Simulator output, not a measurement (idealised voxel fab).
Proc. module: voxel ribs on slabs
Cross-section cut: width 175 nm, square cells of 5 nm.
In what follows, cross-sections appear as grids of square cells, described through bands that run from the top down, where every band is one or more rows of cells.
What a band's entry tells you: where the top is and where the bottom is, as heights in nm, and after that what lies inside, material by material from left to right, each with its width in nm. Empty space is written as the word "air", and a single material marked with the word "edge to edge" occupies the band from edge to edge.
It should be noted that heights are counted from 0, beneath which the wafer as supplied is of one material throughout, and that the lowest band possesses no lower boundary but continues downward, as written in "from 0 down".
A two-number width, for instance "30..40", indicates that the width is equal to the first number in the top row of the band and to the second number in the bottom row, and that it changes by a constant amount per row of cells.
"remained the same" -> step changed no cross-section cell.
The list in "Enclosed void entries" covers empty spaces of 8 cells or more that cannot reach the top through any open way, and it gives each as width x height at distance; the distance is from the left edge, and width, height and distance are in nm.
It should be noted that, on the line of a given step, the content following the step's settings is a remark produced by the simulator itself with respect to that step.
Steps that use a mask can have "overlay nm" on their line. It says how far the mask sat to the right of where it was meant to be. Negative means to the left.
plan
1,RECEIVE with material Si
2,DIRECTIONAL_DEP with material SiO2, thk nm 20
3,DIRECTIONAL_DEP with material polySi, thk nm 20
4,PATTERN with tone cover, mask id RIB, material resist, width nm 20, thk nm 20, overlay nm 0
5,DIRECTIONAL_ETCH with etch materials polySi, depth nm 10
6,STRIP with etch materials resist
7,MASKED_ETCH with tone cover, mask id SLAB, width nm 40, etch materials polySi, depth nm 10, overlay nm 0
8,FILL_DEP with material SiO2, thk nm 25
9,CMP with height nm 60
10,DIRECTIONAL_DEP with material TiN, thk nm 5
11,MASKED_ETCH with tone cover, mask id HEATER, width nm 30, etch materials TiN, depth nm 5, overlay nm 0
12,CONFORMAL_DEP with material SiN, thk nm 5
For this document, wafers share an identical start and vary in the step 7 width nm; the plan quotes the first wafer's value.
Cross-section: the first of several wafers in its as-received state, i.e. following step 1
from 0 down  Si edge to edge
Enclosed void entries: none
Rows = wafers. At module end, each row lists per material the cells gained (+) or lost (-) since the wafer was received, then the closed voids
width nm 40; +37 SiN; +396 SiO2; +6 TiN; +24 polySi; Enclosed void entries: none
width nm 45; +37 SiN; +394 SiO2; +6 TiN; +26 polySi; Enclosed void entries: none
width nm 50; +37 SiN; +392 SiO2; +6 TiN; +28 polySi; Enclosed void entries: none
width nm 55; +37 SiN; +390 SiO2; +6 TiN; +30 polySi; Enclosed void entries: none
width nm 60; +37 SiN; +388 SiO2; +6 TiN; +32 polySi; Enclosed void entries: none
width nm 65; +37 SiN; +386 SiO2; +6 TiN; +34 polySi; Enclosed void entries: none
